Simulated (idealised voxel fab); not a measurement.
Title: Process Module voxel local oxidation
Xsec cut, 160 nm wide, square cell size 5 nm.
Cross-sections here: square-cell grids, written as top-down lists of bands, a band being one or more rows of cells.
Per band: top height and bottom height in nm, followed by the left-to-right materials and their widths in nm; "all across" marks a single material spanning edge to edge, "air" marks empty space.
Zero point of the height axis is 0; under it, received wafer = one material. Lowest band: continues down indefinitely, "0 and below".
The expression "30..40" gives the width at the extremes of the band, the first number at its top row of cells and the second at its bottom row, with the width changing by equal amounts from each row to the next in between.
Reading "no change" for a step: not a cell of the cross-section changed in it.
Voids not open to the top, 8 cells minimum: see "Non-vented voids". Written width x height at distance; distance is from the left edge; nm.
The remark found on a step's line after its settings is issued by the simulator itself and pertains to that step.
The "overlay nm" setting may appear on a step's line; for a step that uses a mask, it gives how far to the right of its planned position the mask lay, and a negative value indicates the left.

[Process steps (planned)]
1: RECEIVE,material Si
2: CONFORMAL_DEP,material SiO2,thk nm 5
3: CONFORMAL_DEP,material SiN,thk nm 15
4: DIRECTIONAL_DEP,material aC,thk nm 15
5: PATTERN,tone cover,mask id ACTIVE,material resist,width nm 100,thk nm 30,overlay nm 0
6: DIRECTIONAL_ETCH,etch materials aC,depth nm 15
7: STRIP,etch materials resist
8: DIRECTIONAL_ETCH,etch materials SiN,depth nm 15
9: STRIP,etch materials aC
10: SELECTIVE_ETCH,etch materials SiO2,depth nm 5
11: OXIDIZE,depth nm 10
12: STRIP,etch materials SiN

[Delivered wafer in cross-section: state after step 1]
- 0 and below: Si all across
- Non-vented voids: none

[First wafer of two, sectioned at end of module; run went per plan]
- 5 down to 0: 35 of air  90 of SiO2  35 of air
- 0 down to -10: 45 of SiO2  70 of Si  45 of SiO2
- -10 and below: Si all across
- Non-vented voids: none

[End of module, second wafer, cross-section. Started like the first, planned like the first, run with one mistake]
- 5 down to 0: 25 of SiO2  110 of air  25 of SiO2
- 0 down to -10: 15 of Si  130 of SiO2  15 of Si
- -10 and below: Si all across
- Non-vented voids: none
Which mistake was made when the wafer was run? step 5: run off-plan, actual operation and settings PATTERN,tone open,mask id ACTIVE,material resist,width nm 100,thk nm 30,overlay nm 0
Per the end-of-run cell counts, the second wafer holds more or fewer of some materials than the first: 16 fewer of Si, 8 more of SiO2
